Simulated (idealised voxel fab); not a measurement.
process module | voxel transistor to metal
cross-section cut | 270 nm wide | cells 5 nm
A cross-section is a grid of square cells, given in bands from the top down. A band is one or more rows of cells.
Each band's line starts with the height of the band's top and of its bottom, in nm. Then come its materials from left to right, each with its width in nm. One material with "throughout" fills the band from edge to edge. "air" is empty space.
Height 0 is the level under which the wafer as received is all one material. The lowest band goes on downwards, as in "0 down".
A width such as "30 to 40" changes by the same amount from each row of cells to the next, from the band's top row to its bottom row.
"no change" after a step means that no cell of the cross-section changed.
closed voids: empty space of 8 cells or more with no open way to the top, each as width x height at its distance from the left edge, in nm
after a step's settings: what the simulator itself notes on the step
overlay nm, on a step with a mask: how far to the right of its planned place the mask lay; to the left if negative
plan
1 op RECEIVE | material Si
2 op CONFORMAL_DEP | material SiO2 | thk nm 5
3 op CONFORMAL_DEP | material SiN | thk nm 15
4 op PATTERN | tone cover | mask id ACTIVE | material resist | width nm 100 | pitch nm 130 | thk nm 20 | overlay nm 0
5 op DIRECTIONAL_ETCH | etch materials SiN | depth nm 15
6 op DIRECTIONAL_ETCH | etch materials SiO2 | depth nm 5
7 op DIRECTIONAL_ETCH | etch materials Si | depth nm 30
8 op STRIP | etch materials resist
9 op OXIDIZE | depth nm 5
10 op FILL_DEP | material SiO2 | thk nm 5
11 op CMP | height nm 20
12 op SELECTIVE_ETCH | etch materials SiO2 | depth nm 15
13 op STRIP | etch materials SiN
14 op SELECTIVE_ETCH | etch materials SiO2 | depth nm 5
15 op OXIDIZE | depth nm 5
16 op DIRECTIONAL_DEP | material polySi | thk nm 25
17 op DIRECTIONAL_DEP | material SiCN | thk nm 10
18 op MASKED_ETCH | tone cover | mask id GATE | width nm 20 | pitch nm 130 | etch materials SiCN | depth nm 20 | overlay nm 0
19 op MASKED_ETCH | tone cover | mask id GATE | width nm 20 | pitch nm 130 | etch materials polySi | depth nm 35 | overlay nm 0
20 op CONFORMAL_DEP | material SiO2 | thk nm 5
21 op DIRECTIONAL_ETCH | etch materials SiO2 | depth nm 5
22 op CONFORMAL_DEP | material SiN | thk nm 5
23 op DIRECTIONAL_ETCH | etch materials SiN | depth nm 5
24 op DIRECTIONAL_ETCH | etch materials SiO2 | depth nm 5
25 op DIRECTIONAL_ETCH | etch materials Si | depth nm 15
26 op EPI | material pSi | thk nm 20
27 op FILL_DEP | material SiO2 | thk nm 5
28 op CMP | height nm 35
29 op DIRECTIONAL_DEP | material SiO2 | thk nm 15
30 op MASKED_ETCH | tone open | mask id CONTACT | width nm 15 | etch materials SiO2 | depth nm 50 | overlay nm 0
31 op CONFORMAL_DEP | material TiN | thk nm 5
32 op FILL_DEP | material Ru | thk nm 10
33 op CMP | height nm 50
34 op CONFORMAL_DEP | material SiN | thk nm 5
35 op DIRECTIONAL_DEP | material lowk | thk nm 15
36 op PATTERN | tone open | mask id METAL_1 | material resist | width nm 15 | thk nm 20 | overlay nm 0
37 op DIRECTIONAL_ETCH | etch materials lowk | depth nm 15
38 op DIRECTIONAL_ETCH | etch materials SiN | depth nm 5
39 op STRIP | etch materials resist
40 op CONFORMAL_DEP | material TiN | thk nm 5
41 op FILL_DEP | material W | thk nm 5
42 op CMP | height nm 70
43 op EPI | material Ru | thk nm 5
44 op FILL_DEP | material SiCN | thk nm 5
first wafer, as planned
as received, after step 1
  0 down: Si throughout
  closed voids: none
after step 2
  5 to 0: SiO2 throughout
  below 0: unchanged
after step 3
  20 to 5: SiN throughout
  below 5: unchanged
after step 4
  40 to 20: air 20 | resist 100 | air 30 | resist 100 | air 20
  below 20: unchanged
after step 5
  40 to 20: air 20 | resist 100 | air 30 | resist 100 | air 20
  20 to 5: air 20 | SiN 100 | air 30 | SiN 100 | air 20
  below 5: unchanged
after step 6
  40 to 20: air 20 | resist 100 | air 30 | resist 100 | air 20
  20 to 5: air 20 | SiN 100 | air 30 | SiN 100 | air 20
  5 to 0: air 20 | SiO2 100 | air 30 | SiO2 100 | air 20
  below 0: unchanged
after step 7
  40 to 20: air 20 | resist 100 | air 30 | resist 100 | air 20
  20 to 5: air 20 | SiN 100 | air 30 | SiN 100 | air 20
  5 to 0: air 20 | SiO2 100 | air 30 | SiO2 100 | air 20
  0 to -30: air 20 | Si 100 | air 30 | Si 100 | air 20
  below -30: unchanged
after step 8
  20 to 5: air 20 | SiN 100 | air 30 | SiN 100 | air 20
  below 5: unchanged
after step 9
  20 to 5: air 20 | SiN 100 | air 30 | SiN 100 | air 20
  5 to 0: air 20 | SiO2 100 | air 30 | SiO2 100 | air 20
  0 to -30: air 20 | SiO2 5 | Si 90 | SiO2 5 | air 30 | SiO2 5 | Si 90 | SiO2 5 | air 20
  -30 to -35: SiO2 25 | Si 90 | SiO2 40 | Si 90 | SiO2 25
  below -35: unchanged
after step 10
  25 to 20: SiO2 throughout
  20 to 5: SiO2 20 | SiN 100 | SiO2 30 | SiN 100 | SiO2 20
  5 to 0: SiO2 throughout
  0 to -35: SiO2 25 | Si 90 | SiO2 40 | Si 90 | SiO2 25
  below -35: unchanged
after step 11
  20 to 5: SiO2 20 | SiN 100 | SiO2 30 | SiN 100 | SiO2 20
  below 5: unchanged
after step 12
  20 to 5: air 20 | SiN 100 | air 30 | SiN 100 | air 20
  below 5: unchanged
after step 13
  5 to 0: SiO2 throughout
  below 0: unchanged
after step 14
  0 to -35: SiO2 25 | Si 90 | SiO2 40 | Si 90 | SiO2 25
  below -35: unchanged
after step 15
  0 to -5: SiO2 throughout
  below -5: unchanged
after step 16
  25 to 0: polySi throughout
  below 0: unchanged
after step 17
  35 to 25: SiCN throughout
  below 25: unchanged
after step 18
  35 to 25: air 60 | SiCN 20 | air 110 | SiCN 20 | air 60
  below 25: unchanged
after step 19
  35 to 25: air 60 | SiCN 20 | air 110 | SiCN 20 | air 60
  25 to 0: air 60 | polySi 20 | air 110 | polySi 20 | air 60
  below 0: unchanged
after step 20
  40 to 35: air 55 | SiO2 30 | air 100 | SiO2 30 | air 55
  35 to 25: air 55 | SiO2 5 | SiCN 20 | SiO2 5 | air 100 | SiO2 5 | SiCN 20 | SiO2 5 | air 55
  25 to 5: air 55 | SiO2 5 | polySi 20 | SiO2 5 | air 100 | SiO2 5 | polySi 20 | SiO2 5 | air 55
  5 to 0: SiO2 60 | polySi 20 | SiO2 110 | polySi 20 | SiO2 60
  below 0: unchanged
after step 21
  35 to 25: air 55 | SiO2 5 | SiCN 20 | SiO2 5 | air 100 | SiO2 5 | SiCN 20 | SiO2 5 | air 55
  25 to 0: air 55 | SiO2 5 | polySi 20 | SiO2 5 | air 100 | SiO2 5 | polySi 20 | SiO2 5 | air 55
  below 0: unchanged
after step 22
  40 to 35: air 50 | SiN 40 | air 90 | SiN 40 | air 50
  35 to 25: air 50 | SiN 5 | SiO2 5 | SiCN 20 | SiO2 5 | SiN 5 | air 90 | SiN 5 | SiO2 5 | SiCN 20 | SiO2 5 | SiN 5 | air 50
  25 to 5: air 50 | SiN 5 | SiO2 5 | polySi 20 | SiO2 5 | SiN 5 | air 90 | SiN 5 | SiO2 5 | polySi 20 | SiO2 5 | SiN 5 | air 50
  5 to 0: SiN 55 | SiO2 5 | polySi 20 | SiO2 5 | SiN 100 | SiO2 5 | polySi 20 | SiO2 5 | SiN 55
  below 0: unchanged
after step 23
  35 to 25: air 50 | SiN 5 | SiO2 5 | SiCN 20 | SiO2 5 | SiN 5 | air 90 | SiN 5 | SiO2 5 | SiCN 20 | SiO2 5 | SiN 5 | air 50
  25 to 0: air 50 | SiN 5 | SiO2 5 | polySi 20 | SiO2 5 | SiN 5 | air 90 | SiN 5 | SiO2 5 | polySi 20 | SiO2 5 | SiN 5 | air 50
  below 0: unchanged
after step 24
  35 to 30: air 50 | SiN 5 | air 5 | SiCN 20 | air 5 | SiN 5 | air 90 | SiN 5 | air 5 | SiCN 20 | air 5 | SiN 5 | air 50
  30 to 25: air 50 | SiN 5 | SiO2 5 | SiCN 20 | SiO2 5 | SiN 5 | air 90 | SiN 5 | SiO2 5 | SiCN 20 | SiO2 5 | SiN 5 | air 50
  25 to 0: air 50 | SiN 5 | SiO2 5 | polySi 20 | SiO2 5 | SiN 5 | air 90 | SiN 5 | SiO2 5 | polySi 20 | SiO2 5 | SiN 5 | air 50
  0 to -5: air 50 | SiO2 40 | air 90 | SiO2 40 | air 50
  below -5: unchanged
after step 25
  35 to 30: air 50 | SiN 5 | air 5 | SiCN 20 | air 5 | SiN 5 | air 90 | SiN 5 | air 5 | SiCN 20 | air 5 | SiN 5 | air 50
  30 to 25: air 50 | SiN 5 | SiO2 5 | SiCN 20 | SiO2 5 | SiN 5 | air 90 | SiN 5 | SiO2 5 | SiCN 20 | SiO2 5 | SiN 5 | air 50
  25 to 0: air 50 | SiN 5 | SiO2 5 | polySi 20 | SiO2 5 | SiN 5 | air 90 | SiN 5 | SiO2 5 | polySi 20 | SiO2 5 | SiN 5 | air 50
  0 to -5: air 50 | SiO2 40 | air 90 | SiO2 40 | air 50
  -5 to -20: SiO2 25 | air 25 | Si 40 | air 25 | SiO2 40 | air 25 | Si 40 | air 25 | SiO2 25
  below -20: unchanged
after step 26
  35 to 30: air 50 | SiN 5 | air 5 | SiCN 20 | air 5 | SiN 5 | air 90 | SiN 5 | air 5 | SiCN 20 | air 5 | SiN 5 | air 50
  30 to 25: air 50 | SiN 5 | SiO2 5 | SiCN 20 | SiO2 5 | SiN 5 | air 90 | SiN 5 | SiO2 5 | SiCN 20 | SiO2 5 | SiN 5 | air 50
  25 to 15: air 50 | SiN 5 | SiO2 5 | polySi 20 | SiO2 5 | SiN 5 | air 90 | SiN 5 | SiO2 5 | polySi 20 | SiO2 5 | SiN 5 | air 50
  15 to 0: air 30 | pSi 20 | SiN 5 | SiO2 5 | polySi 20 | SiO2 5 | SiN 5 | pSi 20 | air 50 | pSi 20 | SiN 5 | SiO2 5 | polySi 20 | SiO2 5 | SiN 5 | pSi 20 | air 30
  0 to -5: air 20 | pSi 30 | SiO2 40 | pSi 30 | air 30 | pSi 30 | SiO2 40 | pSi 30 | air 20
  -5 to -20: SiO2 25 | pSi 25 | Si 40 | pSi 25 | SiO2 40 | pSi 25 | Si 40 | pSi 25 | SiO2 25
  below -20: unchanged
after step 27
  40 to 35: SiO2 throughout
  35 to 25: SiO2 50 | SiN 5 | SiO2 5 | SiCN 20 | SiO2 5 | SiN 5 | SiO2 90 | SiN 5 | SiO2 5 | SiCN 20 | SiO2 5 | SiN 5 | SiO2 50
  25 to 15: SiO2 50 | SiN 5 | SiO2 5 | polySi 20 | SiO2 5 | SiN 5 | SiO2 90 | SiN 5 | SiO2 5 | polySi 20 | SiO2 5 | SiN 5 | SiO2 50
  15 to 0: SiO2 30 | pSi 20 | SiN 5 | SiO2 5 | polySi 20 | SiO2 5 | SiN 5 | pSi 20 | SiO2 50 | pSi 20 | SiN 5 | SiO2 5 | polySi 20 | SiO2 5 | SiN 5 | pSi 20 | SiO2 30
  0 to -5: SiO2 20 | pSi 30 | SiO2 40 | pSi 30 | SiO2 30 | pSi 30 | SiO2 40 | pSi 30 | SiO2 20
  below -5: unchanged
after step 28
  35 to 25: SiO2 50 | SiN 5 | SiO2 5 | SiCN 20 | SiO2 5 | SiN 5 | SiO2 90 | SiN 5 | SiO2 5 | SiCN 20 | SiO2 5 | SiN 5 | SiO2 50
  below 25: unchanged
after step 29
  50 to 35: SiO2 throughout
  below 35: unchanged
after step 30
  50 to 35: SiO2 25 | air 15 | SiO2 60 | air 15 | SiO2 40 | air 15 | SiO2 60 | air 15 | SiO2 25
  35 to 25: SiO2 25 | air 15 | SiO2 10 | SiN 5 | SiO2 5 | SiCN 20 | SiO2 5 | SiN 5 | SiO2 10 | air 15 | SiO2 40 | air 15 | SiO2 10 | SiN 5 | SiO2 5 | SiCN 20 | SiO2 5 | SiN 5 | SiO2 10 | air 15 | SiO2 25
  25 to 15: SiO2 25 | air 15 | SiO2 10 | SiN 5 | SiO2 5 | polySi 20 | SiO2 5 | SiN 5 | SiO2 10 | air 15 | SiO2 40 | air 15 | SiO2 10 | SiN 5 | SiO2 5 | polySi 20 | SiO2 5 | SiN 5 | SiO2 10 | air 15 | SiO2 25
  15 to 0: SiO2 25 | air 5 | pSi 20 | SiN 5 | SiO2 5 | polySi 20 | SiO2 5 | SiN 5 | pSi 20 | air 5 | SiO2 40 | air 5 | pSi 20 | SiN 5 | SiO2 5 | polySi 20 | SiO2 5 | SiN 5 | pSi 20 | air 5 | SiO2 25
  below 0: unchanged
after step 31
  55 to 50: TiN 30 | air 5 | TiN 70 | air 5 | TiN 50 | air 5 | TiN 70 | air 5 | TiN 30
  50 to 35: SiO2 25 | TiN 5 | air 5 | TiN 5 | SiO2 60 | TiN 5 | air 5 | TiN 5 | SiO2 40 | TiN 5 | air 5 | TiN 5 | SiO2 60 | TiN 5 | air 5 | TiN 5 | SiO2 25
  35 to 25: SiO2 25 | TiN 5 | air 5 | TiN 5 | SiO2 10 | SiN 5 | SiO2 5 | SiCN 20 | SiO2 5 | SiN 5 | SiO2 10 | TiN 5 | air 5 | TiN 5 | SiO2 40 | TiN 5 | air 5 | TiN 5 | SiO2 10 | SiN 5 | SiO2 5 | SiCN 20 | SiO2 5 | SiN 5 | SiO2 10 | TiN 5 | air 5 | TiN 5 | SiO2 25
  25 to 20: SiO2 25 | TiN 5 | air 5 | TiN 5 | SiO2 10 | SiN 5 | SiO2 5 | polySi 20 | SiO2 5 | SiN 5 | SiO2 10 | TiN 5 | air 5 | TiN 5 | SiO2 40 | TiN 5 | air 5 | TiN 5 | SiO2 10 | SiN 5 | SiO2 5 | polySi 20 | SiO2 5 | SiN 5 | SiO2 10 | TiN 5 | air 5 | TiN 5 | SiO2 25
  20 to 15: SiO2 25 | TiN 15 | SiO2 10 | SiN 5 | SiO2 5 | polySi 20 | SiO2 5 | SiN 5 | SiO2 10 | TiN 15 | SiO2 40 | TiN 15 | SiO2 10 | SiN 5 | SiO2 5 | polySi 20 | SiO2 5 | SiN 5 | SiO2 10 | TiN 15 | SiO2 25
  15 to 0: SiO2 25 | TiN 5 | pSi 20 | SiN 5 | SiO2 5 | polySi 20 | SiO2 5 | SiN 5 | pSi 20 | TiN 5 | SiO2 40 | TiN 5 | pSi 20 | SiN 5 | SiO2 5 | polySi 20 | SiO2 5 | SiN 5 | pSi 20 | TiN 5 | SiO2 25
  below 0: unchanged
after step 32
  65 to 55: Ru throughout
  55 to 50: TiN 30 | Ru 5 | TiN 70 | Ru 5 | TiN 50 | Ru 5 | TiN 70 | Ru 5 | TiN 30
  50 to 35: SiO2 25 | TiN 5 | Ru 5 | TiN 5 | SiO2 60 | TiN 5 | Ru 5 | TiN 5 | SiO2 40 | TiN 5 | Ru 5 | TiN 5 | SiO2 60 | TiN 5 | Ru 5 | TiN 5 | SiO2 25
  35 to 25: SiO2 25 | TiN 5 | Ru 5 | TiN 5 | SiO2 10 | SiN 5 | SiO2 5 | SiCN 20 | SiO2 5 | SiN 5 | SiO2 10 | TiN 5 | Ru 5 | TiN 5 | SiO2 40 | TiN 5 | Ru 5 | TiN 5 | SiO2 10 | SiN 5 | SiO2 5 | SiCN 20 | SiO2 5 | SiN 5 | SiO2 10 | TiN 5 | Ru 5 | TiN 5 | SiO2 25
  25 to 20: SiO2 25 | TiN 5 | Ru 5 | TiN 5 | SiO2 10 | SiN 5 | SiO2 5 | polySi 20 | SiO2 5 | SiN 5 | SiO2 10 | TiN 5 | Ru 5 | TiN 5 | SiO2 40 | TiN 5 | Ru 5 | TiN 5 | SiO2 10 | SiN 5 | SiO2 5 | polySi 20 | SiO2 5 | SiN 5 | SiO2 10 | TiN 5 | Ru 5 | TiN 5 | SiO2 25
  below 20: unchanged
after step 33
  50 to 35: SiO2 25 | TiN 5 | Ru 5 | TiN 5 | SiO2 60 | TiN 5 | Ru 5 | TiN 5 | SiO2 40 | TiN 5 | Ru 5 | TiN 5 | SiO2 60 | TiN 5 | Ru 5 | TiN 5 | SiO2 25
  below 35: unchanged
after step 34
  55 to 50: SiN throughout
  below 50: unchanged
after step 35
  70 to 55: lowk throughout
  below 55: unchanged
after step 36
  90 to 70: resist 25 | air 15 | resist 60 | air 15 | resist 40 | air 15 | resist 60 | air 15 | resist 25
  below 70: unchanged
after step 37
  90 to 70: resist 25 | air 15 | resist 60 | air 15 | resist 40 | air 15 | resist 60 | air 15 | resist 25
  70 to 55: lowk 25 | air 15 | lowk 60 | air 15 | lowk 40 | air 15 | lowk 60 | air 15 | lowk 25
  below 55: unchanged
after step 38
  90 to 70: resist 25 | air 15 | resist 60 | air 15 | resist 40 | air 15 | resist 60 | air 15 | resist 25
  70 to 55: lowk 25 | air 15 | lowk 60 | air 15 | lowk 40 | air 15 | lowk 60 | air 15 | lowk 25
  55 to 50: SiN 25 | air 15 | SiN 60 | air 15 | SiN 40 | air 15 | SiN 60 | air 15 | SiN 25
  below 50: unchanged
after step 39
  70 to 55: lowk 25 | air 15 | lowk 60 | air 15 | lowk 40 | air 15 | lowk 60 | air 15 | lowk 25
  below 55: unchanged
after step 40
  75 to 70: TiN 30 | air 5 | TiN 70 | air 5 | TiN 50 | air 5 | TiN 70 | air 5 | TiN 30
  70 to 55: lowk 25 | TiN 5 | air 5 | TiN 5 | lowk 60 | TiN 5 | air 5 | TiN 5 | lowk 40 | TiN 5 | air 5 | TiN 5 | lowk 60 | TiN 5 | air 5 | TiN 5 | lowk 25
  55 to 50: SiN 25 | TiN 15 | SiN 60 | TiN 15 | SiN 40 | TiN 15 | SiN 60 | TiN 15 | SiN 25
  below 50: unchanged
after step 41
  80 to 75: W throughout
  75 to 70: TiN 30 | W 5 | TiN 70 | W 5 | TiN 50 | W 5 | TiN 70 | W 5 | TiN 30
  70 to 55: lowk 25 | TiN 5 | W 5 | TiN 5 | lowk 60 | TiN 5 | W 5 | TiN 5 | lowk 40 | TiN 5 | W 5 | TiN 5 | lowk 60 | TiN 5 | W 5 | TiN 5 | lowk 25
  below 55: unchanged
after step 42
  70 to 55: lowk 25 | TiN 5 | W 5 | TiN 5 | lowk 60 | TiN 5 | W 5 | TiN 5 | lowk 40 | TiN 5 | W 5 | TiN 5 | lowk 60 | TiN 5 | W 5 | TiN 5 | lowk 25
  below 55: unchanged
after step 43
  75 to 70: air 20 | Ru 25 | air 50 | Ru 25 | air 30 | Ru 25 | air 50 | Ru 25 | air 20
  below 70: unchanged
after step 44
  80 to 75: SiCN throughout
  75 to 70: SiCN 20 | Ru 25 | SiCN 50 | Ru 25 | SiCN 30 | Ru 25 | SiCN 50 | Ru 25 | SiCN 20
  below 70: unchanged
second wafer: like start, like plan, one mistake. Through step 19 it matches the first wafer
when step 20 should have ended: no change
when step 21 should have ended
  35 to 25: air 60 | SiCN 20 | air 110 | SiCN 20 | air 60
  25 to 0: air 60 | polySi 20 | air 110 | polySi 20 | air 60
  0 to -5: air 60 | SiO2 20 | air 110 | SiO2 20 | air 60
  below -5: unchanged
when step 22 should have ended
  40 to 35: air 55 | SiN 30 | air 100 | SiN 30 | air 55
  35 to 25: air 55 | SiN 5 | SiCN 20 | SiN 5 | air 100 | SiN 5 | SiCN 20 | SiN 5 | air 55
  25 to 0: air 55 | SiN 5 | polySi 20 | SiN 5 | air 100 | SiN 5 | polySi 20 | SiN 5 | air 55
  0 to -5: SiN 60 | SiO2 20 | SiN 110 | SiO2 20 | SiN 60
  below -5: unchanged
when step 23 should have ended
  35 to 25: air 55 | SiN 5 | SiCN 20 | SiN 5 | air 100 | SiN 5 | SiCN 20 | SiN 5 | air 55
  25 to 0: air 55 | SiN 5 | polySi 20 | SiN 5 | air 100 | SiN 5 | polySi 20 | SiN 5 | air 55
  0 to -5: air 55 | SiN 5 | SiO2 20 | SiN 5 | air 100 | SiN 5 | SiO2 20 | SiN 5 | air 55
  below -5: unchanged
when step 24 should have ended
  35 to 25: air 55 | SiN 5 | SiCN 20 | SiN 5 | air 100 | SiN 5 | SiCN 20 | SiN 5 | air 55
  25 to 0: air 55 | SiN 5 | polySi 20 | SiN 5 | air 100 | SiN 5 | polySi 20 | SiN 5 | air 55
  0 to -5: air 55 | SiN 5 | SiO2 20 | SiN 5 | air 100 | SiN 5 | SiO2 20 | SiN 5 | air 55
  -5 to -10: air 25 | Si 90 | air 40 | Si 90 | air 25
  below -10: unchanged
when step 25 should have ended
  35 to 25: air 55 | SiN 5 | SiCN 20 | SiN 5 | air 100 | SiN 5 | SiCN 20 | SiN 5 | air 55
  25 to 0: air 55 | SiN 5 | polySi 20 | SiN 5 | air 100 | SiN 5 | polySi 20 | SiN 5 | air 55
  0 to -5: air 55 | SiN 5 | SiO2 20 | SiN 5 | air 100 | SiN 5 | SiO2 20 | SiN 5 | air 55
  -5 to -10: air 55 | Si 30 | air 100 | Si 30 | air 55
  -10 to -20: SiO2 25 | air 30 | Si 30 | air 30 | SiO2 40 | air 30 | Si 30 | air 30 | SiO2 25
  below -20: unchanged
when step 26 should have ended
  35 to 25: air 55 | SiN 5 | SiCN 20 | SiN 5 | air 100 | SiN 5 | SiCN 20 | SiN 5 | air 55
  25 to 15: air 55 | SiN 5 | polySi 20 | SiN 5 | air 100 | SiN 5 | polySi 20 | SiN 5 | air 55
  15 to 0: air 35 | pSi 20 | SiN 5 | polySi 20 | SiN 5 | pSi 20 | air 60 | pSi 20 | SiN 5 | polySi 20 | SiN 5 | pSi 20 | air 35
  0 to -5: air 15 | pSi 40 | SiN 5 | SiO2 20 | SiN 5 | pSi 40 | air 20 | pSi 40 | SiN 5 | SiO2 20 | SiN 5 | pSi 40 | air 15
  -5 to -10: air 15 | pSi 40 | Si 30 | pSi 40 | air 20 | pSi 40 | Si 30 | pSi 40 | air 15
  -10 to -20: SiO2 25 | pSi 30 | Si 30 | pSi 30 | SiO2 40 | pSi 30 | Si 30 | pSi 30 | SiO2 25
  below -20: unchanged
when step 27 should have ended
  40 to 35: SiO2 throughout
  35 to 25: SiO2 55 | SiN 5 | SiCN 20 | SiN 5 | SiO2 100 | SiN 5 | SiCN 20 | SiN 5 | SiO2 55
  25 to 15: SiO2 55 | SiN 5 | polySi 20 | SiN 5 | SiO2 100 | SiN 5 | polySi 20 | SiN 5 | SiO2 55
  15 to 0: SiO2 35 | pSi 20 | SiN 5 | polySi 20 | SiN 5 | pSi 20 | SiO2 60 | pSi 20 | SiN 5 | polySi 20 | SiN 5 | pSi 20 | SiO2 35
  0 to -5: SiO2 15 | pSi 40 | SiN 5 | SiO2 20 | SiN 5 | pSi 40 | SiO2 20 | pSi 40 | SiN 5 | SiO2 20 | SiN 5 | pSi 40 | SiO2 15
  -5 to -10: SiO2 15 | pSi 40 | Si 30 | pSi 40 | SiO2 20 | pSi 40 | Si 30 | pSi 40 | SiO2 15
  below -10: unchanged
when step 28 should have ended
  35 to 25: SiO2 55 | SiN 5 | SiCN 20 | SiN 5 | SiO2 100 | SiN 5 | SiCN 20 | SiN 5 | SiO2 55
  below 25: unchanged
when step 29 should have ended
  50 to 35: SiO2 throughout
  below 35: unchanged
when step 30 should have ended
  50 to 35: SiO2 25 | air 15 | SiO2 60 | air 15 | SiO2 40 | air 15 | SiO2 60 | air 15 | SiO2 25
  35 to 25: SiO2 25 | air 15 | SiO2 15 | SiN 5 | SiCN 20 | SiN 5 | SiO2 15 | air 15 | SiO2 40 | air 15 | SiO2 15 | SiN 5 | SiCN 20 | SiN 5 | SiO2 15 | air 15 | SiO2 25
  25 to 15: SiO2 25 | air 15 | SiO2 15 | SiN 5 | polySi 20 | SiN 5 | SiO2 15 | air 15 | SiO2 40 | air 15 | SiO2 15 | SiN 5 | polySi 20 | SiN 5 | SiO2 15 | air 15 | SiO2 25
  15 to 0: SiO2 25 | air 10 | pSi 20 | SiN 5 | polySi 20 | SiN 5 | pSi 20 | air 10 | SiO2 40 | air 10 | pSi 20 | SiN 5 | polySi 20 | SiN 5 | pSi 20 | air 10 | SiO2 25
  below 0: unchanged
when step 31 should have ended
  55 to 50: TiN 30 | air 5 | TiN 70 | air 5 | TiN 50 | air 5 | TiN 70 | air 5 | TiN 30
  50 to 35: SiO2 25 | TiN 5 | air 5 | TiN 5 | SiO2 60 | TiN 5 | air 5 | TiN 5 | SiO2 40 | TiN 5 | air 5 | TiN 5 | SiO2 60 | TiN 5 | air 5 | TiN 5 | SiO2 25
  35 to 25: SiO2 25 | TiN 5 | air 5 | TiN 5 | SiO2 15 | SiN 5 | SiCN 20 | SiN 5 | SiO2 15 | TiN 5 | air 5 | TiN 5 | SiO2 40 | TiN 5 | air 5 | TiN 5 | SiO2 15 | SiN 5 | SiCN 20 | SiN 5 | SiO2 15 | TiN 5 | air 5 | TiN 5 | SiO2 25
  25 to 20: SiO2 25 | TiN 5 | air 5 | TiN 5 | SiO2 15 | SiN 5 | polySi 20 | SiN 5 | SiO2 15 | TiN 5 | air 5 | TiN 5 | SiO2 40 | TiN 5 | air 5 | TiN 5 | SiO2 15 | SiN 5 | polySi 20 | SiN 5 | SiO2 15 | TiN 5 | air 5 | TiN 5 | SiO2 25
  20 to 15: SiO2 25 | TiN 15 | SiO2 15 | SiN 5 | polySi 20 | SiN 5 | SiO2 15 | TiN 15 | SiO2 40 | TiN 15 | SiO2 15 | SiN 5 | polySi 20 | SiN 5 | SiO2 15 | TiN 15 | SiO2 25
  15 to 0: SiO2 25 | TiN 10 | pSi 20 | SiN 5 | polySi 20 | SiN 5 | pSi 20 | TiN 10 | SiO2 40 | TiN 10 | pSi 20 | SiN 5 | polySi 20 | SiN 5 | pSi 20 | TiN 10 | SiO2 25
  below 0: unchanged
when step 32 should have ended
  65 to 55: Ru throughout
  55 to 50: TiN 30 | Ru 5 | TiN 70 | Ru 5 | TiN 50 | Ru 5 | TiN 70 | Ru 5 | TiN 30
  50 to 35: SiO2 25 | TiN 5 | Ru 5 | TiN 5 | SiO2 60 | TiN 5 | Ru 5 | TiN 5 | SiO2 40 | TiN 5 | Ru 5 | TiN 5 | SiO2 60 | TiN 5 | Ru 5 | TiN 5 | SiO2 25
  35 to 25: SiO2 25 | TiN 5 | Ru 5 | TiN 5 | SiO2 15 | SiN 5 | SiCN 20 | SiN 5 | SiO2 15 | TiN 5 | Ru 5 | TiN 5 | SiO2 40 | TiN 5 | Ru 5 | TiN 5 | SiO2 15 | SiN 5 | SiCN 20 | SiN 5 | SiO2 15 | TiN 5 | Ru 5 | TiN 5 | SiO2 25
  25 to 20: SiO2 25 | TiN 5 | Ru 5 | TiN 5 | SiO2 15 | SiN 5 | polySi 20 | SiN 5 | SiO2 15 | TiN 5 | Ru 5 | TiN 5 | SiO2 40 | TiN 5 | Ru 5 | TiN 5 | SiO2 15 | SiN 5 | polySi 20 | SiN 5 | SiO2 15 | TiN 5 | Ru 5 | TiN 5 | SiO2 25
  below 20: unchanged
when step 33 should have ended
  50 to 35: SiO2 25 | TiN 5 | Ru 5 | TiN 5 | SiO2 60 | TiN 5 | Ru 5 | TiN 5 | SiO2 40 | TiN 5 | Ru 5 | TiN 5 | SiO2 60 | TiN 5 | Ru 5 | TiN 5 | SiO2 25
  below 35: unchanged
when step 34 should have ended
  55 to 50: SiN throughout
  below 50: unchanged
when step 35 should have ended
  70 to 55: lowk throughout
  below 55: unchanged
when step 36 should have ended
  90 to 70: resist 25 | air 15 | resist 60 | air 15 | resist 40 | air 15 | resist 60 | air 15 | resist 25
  below 70: unchanged
when step 37 should have ended
  90 to 70: resist 25 | air 15 | resist 60 | air 15 | resist 40 | air 15 | resist 60 | air 15 | resist 25
  70 to 55: lowk 25 | air 15 | lowk 60 | air 15 | lowk 40 | air 15 | lowk 60 | air 15 | lowk 25
  below 55: unchanged
when step 38 should have ended
  90 to 70: resist 25 | air 15 | resist 60 | air 15 | resist 40 | air 15 | resist 60 | air 15 | resist 25
  70 to 55: lowk 25 | air 15 | lowk 60 | air 15 | lowk 40 | air 15 | lowk 60 | air 15 | lowk 25
  55 to 50: SiN 25 | air 15 | SiN 60 | air 15 | SiN 40 | air 15 | SiN 60 | air 15 | SiN 25
  below 50: unchanged
when step 39 should have ended
  70 to 55: lowk 25 | air 15 | lowk 60 | air 15 | lowk 40 | air 15 | lowk 60 | air 15 | lowk 25
  below 55: unchanged
when step 40 should have ended
  75 to 70: TiN 30 | air 5 | TiN 70 | air 5 | TiN 50 | air 5 | TiN 70 | air 5 | TiN 30
  70 to 55: lowk 25 | TiN 5 | air 5 | TiN 5 | lowk 60 | TiN 5 | air 5 | TiN 5 | lowk 40 | TiN 5 | air 5 | TiN 5 | lowk 60 | TiN 5 | air 5 | TiN 5 | lowk 25
  55 to 50: SiN 25 | TiN 15 | SiN 60 | TiN 15 | SiN 40 | TiN 15 | SiN 60 | TiN 15 | SiN 25
  below 50: unchanged
when step 41 should have ended
  80 to 75: W throughout
  75 to 70: TiN 30 | W 5 | TiN 70 | W 5 | TiN 50 | W 5 | TiN 70 | W 5 | TiN 30
  70 to 55: lowk 25 | TiN 5 | W 5 | TiN 5 | lowk 60 | TiN 5 | W 5 | TiN 5 | lowk 40 | TiN 5 | W 5 | TiN 5 | lowk 60 | TiN 5 | W 5 | TiN 5 | lowk 25
  below 55: unchanged
when step 42 should have ended
  70 to 55: lowk 25 | TiN 5 | W 5 | TiN 5 | lowk 60 | TiN 5 | W 5 | TiN 5 | lowk 40 | TiN 5 | W 5 | TiN 5 | lowk 60 | TiN 5 | W 5 | TiN 5 | lowk 25
  below 55: unchanged
when step 43 should have ended
  75 to 70: air 20 | Ru 25 | air 50 | Ru 25 | air 30 | Ru 25 | air 50 | Ru 25 | air 20
  below 70: unchanged
when step 44 should have ended
  80 to 75: SiCN throughout
  75 to 70: SiCN 20 | Ru 25 | SiCN 50 | Ru 25 | SiCN 30 | Ru 25 | SiCN 50 | Ru 25 | SiCN 20
  below 70: unchanged
what went wrong: step 20 was left out
at the end the second wafer has, in cells: 12 fewer of Si | 4 more of SiN | 32 fewer of SiO2 | 12 more of TiN | 28 more of pSi
